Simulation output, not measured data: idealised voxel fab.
Process module heading - voxel spacer lines
Cross-section cut spans 290 nm and uses square cells 5 nm in size.
Throughout this document, each cross-section is represented as a grid of square cells and is presented as a sequence of bands enumerated from the top downward, where a band comprises one or more rows of cells.
Heights first: top, then bottom, in nm. Then materials, left to right, each with a width in nm. "all across" on a single material: fills the band edge to edge. "air": empty space.
Convention: height 0 is the level below which the wafer, as received, is all one material. The lowest band does not terminate at the bottom but continues downward, represented as "0 nm and below".
The width entry "30 to 40" should be interpreted row by row: the top row of cells in the band takes the first number, the bottom row takes the second number, and the change between adjacent rows is uniform throughout.
Where a step carries "everything unchanged", the cross-section came out of it unchanged, cell for cell.
"Trapped voids" specifies each empty space that is not open to the top and that occupies no fewer than 8 cells, using the form width x height at distance, the distance measured from the left edge and all three quantities in nm.
The remark found on a step's line after its settings is issued by the simulator itself and pertains to that step.
If you see "overlay nm" on a step's line and that step has a mask, it's telling you how far right of where it was planned the mask ended up; a negative number means it went left instead.
Steps planned for the process
step 1: op RECEIVE | material Si
step 2: op CONFORMAL_DEP | material Al2O3 | thk nm 10
step 3: op DIRECTIONAL_DEP | material polySi | thk nm 20
step 4: op DIRECTIONAL_DEP | material aC | thk nm 20
step 5: op PATTERN | tone cover | mask id MANDREL | material resist | width nm 20 | pitch nm 70 | thk nm 30 | overlay nm 0
step 6: op DIRECTIONAL_ETCH | etch materials aC | depth nm 20
step 7: op STRIP | etch materials resist
step 8: op CONFORMAL_DEP | material SiN | thk nm 15
step 9: op DIRECTIONAL_ETCH | etch materials SiN | depth nm 15
step 10: op STRIP | etch materials aC
step 11: op DIRECTIONAL_ETCH | etch materials polySi | depth nm 20
step 12: op STRIP | etch materials SiN
step 13: op FILL_DEP | material lowk | thk nm 5
step 14: op CMP | height nm 30
Wafer cross-section on receipt, i.e. after step 1
  0 nm and below  Si all across
  Trapped voids: none
End-of-module XS, first of two wafers, run as planned
  30 nm to 10 nm  lowk 85 nm | polySi 15 nm | lowk 20 nm | polySi 15 nm | lowk 20 nm | polySi 15 nm | lowk 20 nm | polySi 15 nm | lowk 85 nm
  10 nm to 0 nm  Al2O3 all across
  0 nm and below  Si all across
  Trapped voids: none
Now the second wafer, cross-sectioned at the end of the module. Nothing different at the start, nothing different in the plan compared with the first, just one mistake when it was actually run
  30 nm to 10 nm  lowk 85 nm | polySi 15 nm | lowk 20 nm | polySi 15 nm | lowk 20 nm | polySi 15 nm | lowk 20 nm | polySi 15 nm | lowk 85 nm
  10 nm to 0 nm  lowk all across
  0 nm and below  Si all across
  Trapped voids: none
Processing error: step 2 was processed under conditions differing from the plan, specifically as op CONFORMAL_DEP | material lowk | thk nm 10
The second wafer ends with more or fewer cells of some materials than the first, per final count: Al2O3: 116 fewer, lowk: 116 more
